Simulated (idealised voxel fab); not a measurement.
This is a process module. Its name is voxel wiring stack.
The cross-section shown here is cut; it is 225 nm wide and divided into square cells measuring 5 nm on a side.
We lay out every cross-section as a grid of square cells and spell it out in bands from the top down, where one band means one or more rows of cells. Heads up on the band format: heights come first, top then bottom, in nm. After that it's the materials left to right, each with its width in nm. A single material flagged "full width" fills the whole band edge to edge, and "air" means there's empty space there. All heights in this document are referenced to 0, defined as the level beneath which the wafer, as received, consists entirely of one material. The lowest band is not bounded below; it extends indefinitely downward and is written in the form "0..down". Quick explanation for "30 to 40": the width changes in equal steps down the rows of cells, from the first number in the band's top row to the second number in its bottom row. Any step labelled "no alteration" changed none of the cells in the cross-section. Closed-off voids of 8+ cells (no open route to the top) go in "Unvented cavities", written width x height at distance from the left edge, in nm. On a step's line, text after the settings is the simulator commenting on that step. overlay nm: right-of-plan distance of the mask on a masked step; negative values mean left-of-plan.

### Below is the list of planned process steps
1. RECEIVE with material Si
2. CONFORMAL_DEP with material SiO2, thk nm 15
3. CONFORMAL_DEP with material SiCN, thk nm 5
4. DIRECTIONAL_DEP with material lowk, thk nm 20
5. DIRECTIONAL_DEP with material aC, thk nm 10
6. PATTERN with tone open, mask id METAL_1, material resist, width nm 20, pitch nm 35, thk nm 30, overlay nm 0
7. DIRECTIONAL_ETCH with etch materials aC, depth nm 10
8. STRIP with etch materials resist
9. DIRECTIONAL_ETCH with etch materials lowk, depth nm 20
10. DIRECTIONAL_ETCH with etch materials SiCN, depth nm 5
11. STRIP with etch materials aC
12. CONFORMAL_DEP with material TiN, thk nm 5
13. FILL_DEP with material Cu, thk nm 10
14. CMP with height nm 40
15. CONFORMAL_DEP with material SiCN, thk nm 5
16. DIRECTIONAL_DEP with material lowk, thk nm 30
17. PATTERN with tone open, mask id METAL_2, material resist, width nm 20, pitch nm 35, thk nm 20, overlay nm 0
18. DIRECTIONAL_ETCH with etch materials lowk, depth nm 15
19. STRIP with etch materials resist
20. PATTERN with tone open, mask id METAL_2_HOLES, material resist, width nm 15, pitch nm 35, thk nm 15, overlay nm 0
21. DIRECTIONAL_ETCH with etch materials lowk, depth nm 15
22. DIRECTIONAL_ETCH with etch materials SiCN, depth nm 5
23. STRIP with etch materials resist
24. CONFORMAL_DEP with material TiN, thk nm 5
25. FILL_DEP with material Ru, thk nm 10
26. CMP with height nm 75
27. CONFORMAL_DEP with material SiCN, thk nm 5
28. DIRECTIONAL_DEP with material lowk, thk nm 25
29. MASKED_ETCH with tone open, mask id METAL_3, width nm 20, pitch nm 35, etch materials lowk, depth nm 15, overlay nm 0
30. PATTERN with tone open, mask id METAL_3_HOLES, material resist, width nm 15, pitch nm 70, thk nm 15, overlay nm 0
31. DIRECTIONAL_ETCH with etch materials lowk, depth nm 10
32. DIRECTIONAL_ETCH with etch materials SiCN, depth nm 5
33. STRIP with etch materials resist
34. CONFORMAL_DEP with material TiN, thk nm 5
35. FILL_DEP with material Ru, thk nm 10
36. CMP with height nm 105
37. CONFORMAL_DEP with material SiCN, thk nm 5

### Wafer, first of two, run as planned

### Incoming wafer, cross-sectional view, post step 1
  0..down | Si full width
  Unvented cavities: none

### Cross-section through the wafer, step 2 finished
  15..0 | SiO2 full width
  Below 0, no change.

### Cross-section through the wafer, step 3 finished
  20..15 | SiCN full width
  Below 15, no change.

### Cross-section through the wafer, step 4 finished
  40..20 | lowk full width
  Below 20, no change.

### Cross-section through the wafer, step 5 finished
  50..40 | aC full width
  Below 40, no change.

### Cross-section through the wafer, step 6 finished
  80..50 | resist=65 / air=20 / resist=15 / air=20 / resist=15 / air=20 / resist=70
  Below 50, no change.

### Cross-section through the wafer, step 7 finished
  70..50 | resist=65 / air=20 / resist=15 / air=20 / resist=15 / air=20 / resist=70
  50..40 | aC=65 / air=20 / aC=15 / air=20 / aC=15 / air=20 / aC=70
  Below 40, no change.

### Cross-section through the wafer, step 8 finished
  50..40 | aC=65 / air=20 / aC=15 / air=20 / aC=15 / air=20 / aC=70
  Below 40, no change.

### Cross-section through the wafer, step 9 finished
  50..40 | aC=65 / air=20 / aC=15 / air=20 / aC=15 / air=20 / aC=70
  40..20 | lowk=65 / air=20 / lowk=15 / air=20 / lowk=15 / air=20 / lowk=70
  Below 20, no change.

### Cross-section through the wafer, step 10 finished
  50..40 | aC=65 / air=20 / aC=15 / air=20 / aC=15 / air=20 / aC=70
  40..20 | lowk=65 / air=20 / lowk=15 / air=20 / lowk=15 / air=20 / lowk=70
  20..15 | SiCN=65 / air=20 / SiCN=15 / air=20 / SiCN=15 / air=20 / SiCN=70
  Below 15, no change.

### Cross-section through the wafer, step 11 finished
  40..20 | lowk=65 / air=20 / lowk=15 / air=20 / lowk=15 / air=20 / lowk=70
  Below 20, no change.

### Cross-section through the wafer, step 12 finished
  45..40 | TiN=70 / air=10 / TiN=25 / air=10 / TiN=25 / air=10 / TiN=75
  40..20 | lowk=65 / TiN=5 / air=10 / TiN=5 / lowk=15 / TiN=5 / air=10 / TiN=5 / lowk=15 / TiN=5 / air=10 / TiN=5 / lowk=70
  20..15 | SiCN=65 / TiN=20 / SiCN=15 / TiN=20 / SiCN=15 / TiN=20 / SiCN=70
  Below 15, no change.

### Cross-section through the wafer, step 13 finished
  55..45 | Cu full width
  45..40 | TiN=70 / Cu=10 / TiN=25 / Cu=10 / TiN=25 / Cu=10 / TiN=75
  40..20 | lowk=65 / TiN=5 / Cu=10 / TiN=5 / lowk=15 / TiN=5 / Cu=10 / TiN=5 / lowk=15 / TiN=5 / Cu=10 / TiN=5 / lowk=70
  Below 20, no change.

### Cross-section through the wafer, step 14 finished
  40..20 | lowk=65 / TiN=5 / Cu=10 / TiN=5 / lowk=15 / TiN=5 / Cu=10 / TiN=5 / lowk=15 / TiN=5 / Cu=10 / TiN=5 / lowk=70
  Below 20, no change.

### Cross-section through the wafer, step 15 finished
  45..40 | SiCN full width
  Below 40, no change.

### Cross-section through the wafer, step 16 finished
  75..45 | lowk full width
  Below 45, no change.

### Cross-section through the wafer, step 17 finished
  95..75 | resist=65 / air=20 / resist=15 / air=20 / resist=15 / air=20 / resist=70
  Below 75, no change.

### Cross-section through the wafer, step 18 finished
  95..75 | resist=65 / air=20 / resist=15 / air=20 / resist=15 / air=20 / resist=70
  75..60 | lowk=65 / air=20 / lowk=15 / air=20 / lowk=15 / air=20 / lowk=70
  Below 60, no change.

### Cross-section through the wafer, step 19 finished
  75..60 | lowk=65 / air=20 / lowk=15 / air=20 / lowk=15 / air=20 / lowk=70
  Below 60, no change.

### Cross-section through the wafer, step 20 finished
  90..75 | resist=65 / air=15 / resist=20 / air=15 / resist=20 / air=15 / resist=75
  75..60 | lowk=65 / air=15 / resist=5 / lowk=15 / air=15 / resist=5 / lowk=15 / air=15 / resist=5 / lowk=70
  Below 60, no change.

### Cross-section through the wafer, step 21 finished
  90..75 | resist=65 / air=15 / resist=20 / air=15 / resist=20 / air=15 / resist=75
  75..60 | lowk=65 / air=15 / resist=5 / lowk=15 / air=15 / resist=5 / lowk=15 / air=15 / resist=5 / lowk=70
  60..45 | lowk=65 / air=15 / lowk=20 / air=15 / lowk=20 / air=15 / lowk=75
  Below 45, no change.

### Cross-section through the wafer, step 22 finished
  90..75 | resist=65 / air=15 / resist=20 / air=15 / resist=20 / air=15 / resist=75
  75..60 | lowk=65 / air=15 / resist=5 / lowk=15 / air=15 / resist=5 / lowk=15 / air=15 / resist=5 / lowk=70
  60..45 | lowk=65 / air=15 / lowk=20 / air=15 / lowk=20 / air=15 / lowk=75
  45..40 | SiCN=65 / air=15 / SiCN=20 / air=15 / SiCN=20 / air=15 / SiCN=75
  Below 40, no change.

### Cross-section through the wafer, step 23 finished
  75..60 | lowk=65 / air=20 / lowk=15 / air=20 / lowk=15 / air=20 / lowk=70
  Below 60, no change.

### Cross-section through the wafer, step 24 finished
  80..75 | TiN=70 / air=10 / TiN=25 / air=10 / TiN=25 / air=10 / TiN=75
  75..65 | lowk=65 / TiN=5 / air=10 / TiN=5 / lowk=15 / TiN=5 / air=10 / TiN=5 / lowk=15 / TiN=5 / air=10 / TiN=5 / lowk=70
  65..60 | lowk=65 / TiN=5 / air=5 / TiN=10 / lowk=15 / TiN=5 / air=5 / TiN=10 / lowk=15 / TiN=5 / air=5 / TiN=10 / lowk=70
  60..45 | lowk=65 / TiN=5 / air=5 / TiN=5 / lowk=20 / TiN=5 / air=5 / TiN=5 / lowk=20 / TiN=5 / air=5 / TiN=5 / lowk=75
  45..40 | SiCN=65 / TiN=15 / SiCN=20 / TiN=15 / SiCN=20 / TiN=15 / SiCN=75
  Below 40, no change.

### Cross-section through the wafer, step 25 finished
  90..80 | Ru full width
  80..75 | TiN=70 / Ru=10 / TiN=25 / Ru=10 / TiN=25 / Ru=10 / TiN=75
  75..65 | lowk=65 / TiN=5 / Ru=10 / TiN=5 / lowk=15 / TiN=5 / Ru=10 / TiN=5 / lowk=15 / TiN=5 / Ru=10 / TiN=5 / lowk=70
  65..60 | lowk=65 / TiN=5 / Ru=5 / TiN=10 / lowk=15 / TiN=5 / Ru=5 / TiN=10 / lowk=15 / TiN=5 / Ru=5 / TiN=10 / lowk=70
  60..45 | lowk=65 / TiN=5 / Ru=5 / TiN=5 / lowk=20 / TiN=5 / Ru=5 / TiN=5 / lowk=20 / TiN=5 / Ru=5 / TiN=5 / lowk=75
  Below 45, no change.

### Cross-section through the wafer, step 26 finished
  75..65 | lowk=65 / TiN=5 / Ru=10 / TiN=5 / lowk=15 / TiN=5 / Ru=10 / TiN=5 / lowk=15 / TiN=5 / Ru=10 / TiN=5 / lowk=70
  Below 65, no change.

### Cross-section through the wafer, step 27 finished
  80..75 | SiCN full width
  Below 75, no change.

### Cross-section through the wafer, step 28 finished
  105..80 | lowk full width
  Below 80, no change.

### Cross-section through the wafer, step 29 finished
  105..90 | lowk=65 / air=20 / lowk=15 / air=20 / lowk=15 / air=20 / lowk=70
  Below 90, no change.

### Cross-section through the wafer, step 30 finished
  120..105 | resist=65 / air=15 / resist=55 / air=15 / resist=75
  105..90 | lowk=65 / air=15 / resist=5 / lowk=15 / resist=20 / lowk=15 / air=15 / resist=5 / lowk=70
  Below 90, no change.

### Cross-section through the wafer, step 31 finished
  120..105 | resist=65 / air=15 / resist=55 / air=15 / resist=75
  105..90 | lowk=65 / air=15 / resist=5 / lowk=15 / resist=20 / lowk=15 / air=15 / resist=5 / lowk=70
  90..80 | lowk=65 / air=15 / lowk=55 / air=15 / lowk=75
  Below 80, no change.

### Cross-section through the wafer, step 32 finished
  120..105 | resist=65 / air=15 / resist=55 / air=15 / resist=75
  105..90 | lowk=65 / air=15 / resist=5 / lowk=15 / resist=20 / lowk=15 / air=15 / resist=5 / lowk=70
  90..80 | lowk=65 / air=15 / lowk=55 / air=15 / lowk=75
  80..75 | SiCN=65 / air=15 / SiCN=55 / air=15 / SiCN=75
  Below 75, no change.

### Cross-section through the wafer, step 33 finished
  105..90 | lowk=65 / air=20 / lowk=15 / air=20 / lowk=15 / air=20 / lowk=70
  Below 90, no change.

### Cross-section through the wafer, step 34 finished
  110..105 | TiN=70 / air=10 / TiN=25 / air=10 / TiN=25 / air=10 / TiN=75
  105..95 | lowk=65 / TiN=5 / air=10 / TiN=5 / lowk=15 / TiN=5 / air=10 / TiN=5 / lowk=15 / TiN=5 / air=10 / TiN=5 / lowk=70
  95..90 | lowk=65 / TiN=5 / air=5 / TiN=10 / lowk=15 / TiN=20 / lowk=15 / TiN=5 / air=5 / TiN=10 / lowk=70
  90..80 | lowk=65 / TiN=5 / air=5 / TiN=5 / lowk=55 / TiN=5 / air=5 / TiN=5 / lowk=75
  80..75 | SiCN=65 / TiN=15 / SiCN=55 / TiN=15 / SiCN=75
  Below 75, no change.

### Cross-section through the wafer, step 35 finished
  120..110 | Ru full width
  110..105 | TiN=70 / Ru=10 / TiN=25 / Ru=10 / TiN=25 / Ru=10 / TiN=75
  105..95 | lowk=65 / TiN=5 / Ru=10 / TiN=5 / lowk=15 / TiN=5 / Ru=10 / TiN=5 / lowk=15 / TiN=5 / Ru=10 / TiN=5 / lowk=70
  95..90 | lowk=65 / TiN=5 / Ru=5 / TiN=10 / lowk=15 / TiN=20 / lowk=15 / TiN=5 / Ru=5 / TiN=10 / lowk=70
  90..80 | lowk=65 / TiN=5 / Ru=5 / TiN=5 / lowk=55 / TiN=5 / Ru=5 / TiN=5 / lowk=75
  Below 80, no change.

### Cross-section through the wafer, step 36 finished
  105..95 | lowk=65 / TiN=5 / Ru=10 / TiN=5 / lowk=15 / TiN=5 / Ru=10 / TiN=5 / lowk=15 / TiN=5 / Ru=10 / TiN=5 / lowk=70
  Below 95, no change.

### Cross-section through the wafer, step 37 finished
  110..105 | SiCN full width
  Below 105, no change.

### The second wafer began exactly as the first did and followed the same plan, but one mistake was made while running it; through step 19 inclusive, the two wafers are identical

### The second wafer cut through, at the time step 20 was supposed to be finished
  90..75 | resist=75 / air=15 / resist=20 / air=15 / resist=20 / air=15 / resist=65
  75..60 | lowk=65 / resist=10 / air=10 / lowk=15 / resist=10 / air=10 / lowk=15 / resist=10 / air=10 / lowk=70
  Below 60, no change.

### The second wafer cut through, at the time step 21 was supposed to be finished
  90..75 | resist=75 / air=15 / resist=20 / air=15 / resist=20 / air=15 / resist=65
  75..60 | lowk=65 / resist=10 / air=15 / lowk=10 / resist=10 / air=15 / lowk=10 / resist=10 / air=15 / lowk=65
  60..45 | lowk=75 / air=10 / lowk=25 / air=10 / lowk=25 / air=10 / lowk=70
  Below 45, no change.

### The second wafer cut through, at the time step 22 was supposed to be finished
  90..75 | resist=75 / air=15 / resist=20 / air=15 / resist=20 / air=15 / resist=65
  75..60 | lowk=65 / resist=10 / air=15 / lowk=10 / resist=10 / air=15 / lowk=10 / resist=10 / air=15 / lowk=65
  60..45 | lowk=75 / air=10 / lowk=25 / air=10 / lowk=25 / air=10 / lowk=70
  45..40 | SiCN=75 / air=10 / SiCN=25 / air=10 / SiCN=25 / air=10 / SiCN=70
  Below 40, no change.

### The second wafer cut through, at the time step 23 was supposed to be finished
  75..60 | lowk=65 / air=25 / lowk=10 / air=25 / lowk=10 / air=25 / lowk=65
  Below 60, no change.

### The second wafer cut through, at the time step 24 was supposed to be finished
  80..75 | TiN=70 / air=15 / TiN=20 / air=15 / TiN=20 / air=15 / TiN=70
  75..65 | lowk=65 / TiN=5 / air=15 / TiN=5 / lowk=10 / TiN=5 / air=15 / TiN=5 / lowk=10 / TiN=5 / air=15 / TiN=5 / lowk=65
  65..60 | lowk=65 / TiN=25 / lowk=10 / TiN=25 / lowk=10 / TiN=25 / lowk=65
  60..45 | lowk=75 / TiN=10 / lowk=25 / TiN=10 / lowk=25 / TiN=10 / lowk=70
  45..40 | SiCN=75 / TiN=10 / SiCN=25 / TiN=10 / SiCN=25 / TiN=10 / SiCN=70
  Below 40, no change.

### The second wafer cut through, at the time step 25 was supposed to be finished
  90..80 | Ru full width
  80..75 | TiN=70 / Ru=15 / TiN=20 / Ru=15 / TiN=20 / Ru=15 / TiN=70
  75..65 | lowk=65 / TiN=5 / Ru=15 / TiN=5 / lowk=10 / TiN=5 / Ru=15 / TiN=5 / lowk=10 / TiN=5 / Ru=15 / TiN=5 / lowk=65
  Below 65, no change.

### The second wafer cut through, at the time step 26 was supposed to be finished
  75..65 | lowk=65 / TiN=5 / Ru=15 / TiN=5 / lowk=10 / TiN=5 / Ru=15 / TiN=5 / lowk=10 / TiN=5 / Ru=15 / TiN=5 / lowk=65
  Below 65, no change.

### The second wafer cut through, at the time step 27 was supposed to be finished
  80..75 | SiCN full width
  Below 75, no change.

### The second wafer cut through, at the time step 28 was supposed to be finished
  105..80 | lowk full width
  Below 80, no change.

### The second wafer cut through, at the time step 29 was supposed to be finished
  105..90 | lowk=65 / air=20 / lowk=15 / air=20 / lowk=15 / air=20 / lowk=70
  Below 90, no change.

### The second wafer cut through, at the time step 30 was supposed to be finished
  120..105 | resist=65 / air=15 / resist=55 / air=15 / resist=75
  105..90 | lowk=65 / air=15 / resist=5 / lowk=15 / resist=20 / lowk=15 / air=15 / resist=5 / lowk=70
  Below 90, no change.

### The second wafer cut through, at the time step 31 was supposed to be finished
  120..105 | resist=65 / air=15 / resist=55 / air=15 / resist=75
  105..90 | lowk=65 / air=15 / resist=5 / lowk=15 / resist=20 / lowk=15 / air=15 / resist=5 / lowk=70
  90..80 | lowk=65 / air=15 / lowk=55 / air=15 / lowk=75
  Below 80, no change.

### The second wafer cut through, at the time step 32 was supposed to be finished
  120..105 | resist=65 / air=15 / resist=55 / air=15 / resist=75
  105..90 | lowk=65 / air=15 / resist=5 / lowk=15 / resist=20 / lowk=15 / air=15 / resist=5 / lowk=70
  90..80 | lowk=65 / air=15 / lowk=55 / air=15 / lowk=75
  80..75 | SiCN=65 / air=15 / SiCN=55 / air=15 / SiCN=75
  Below 75, no change.

### The second wafer cut through, at the time step 33 was supposed to be finished
  105..90 | lowk=65 / air=20 / lowk=15 / air=20 / lowk=15 / air=20 / lowk=70
  Below 90, no change.

### The second wafer cut through, at the time step 34 was supposed to be finished
  110..105 | TiN=70 / air=10 / TiN=25 / air=10 / TiN=25 / air=10 / TiN=75
  105..95 | lowk=65 / TiN=5 / air=10 / TiN=5 / lowk=15 / TiN=5 / air=10 / TiN=5 / lowk=15 / TiN=5 / air=10 / TiN=5 / lowk=70
  95..90 | lowk=65 / TiN=5 / air=5 / TiN=10 / lowk=15 / TiN=20 / lowk=15 / TiN=5 / air=5 / TiN=10 / lowk=70
  90..80 | lowk=65 / TiN=5 / air=5 / TiN=5 / lowk=55 / TiN=5 / air=5 / TiN=5 / lowk=75
  80..75 | SiCN=65 / TiN=15 / SiCN=55 / TiN=15 / SiCN=75
  Below 75, no change.

### The second wafer cut through, at the time step 35 was supposed to be finished
  120..110 | Ru full width
  110..105 | TiN=70 / Ru=10 / TiN=25 / Ru=10 / TiN=25 / Ru=10 / TiN=75
  105..95 | lowk=65 / TiN=5 / Ru=10 / TiN=5 / lowk=15 / TiN=5 / Ru=10 / TiN=5 / lowk=15 / TiN=5 / Ru=10 / TiN=5 / lowk=70
  95..90 | lowk=65 / TiN=5 / Ru=5 / TiN=10 / lowk=15 / TiN=20 / lowk=15 / TiN=5 / Ru=5 / TiN=10 / lowk=70
  90..80 | lowk=65 / TiN=5 / Ru=5 / TiN=5 / lowk=55 / TiN=5 / Ru=5 / TiN=5 / lowk=75
  Below 80, no change.

### The second wafer cut through, at the time step 36 was supposed to be finished
  105..95 | lowk=65 / TiN=5 / Ru=10 / TiN=5 / lowk=15 / TiN=5 / Ru=10 / TiN=5 / lowk=15 / TiN=5 / Ru=10 / TiN=5 / lowk=70
  Below 95, no change.

### The second wafer cut through, at the time step 37 was supposed to be finished
  110..105 | SiCN full width
  Below 105, no change.
Short version of what went wrong: for step 20, the planned setting was not used; the step was instead run as PATTERN with tone open, mask id METAL_2_HOLES, material resist, width nm 15, pitch nm 35, thk nm 15, overlay nm 10
Looking at both finished wafers in cells, the second ends up ahead of or behind the first on some materials: Ru: 6 fewer, SiCN: 3 more, TiN: 3 more
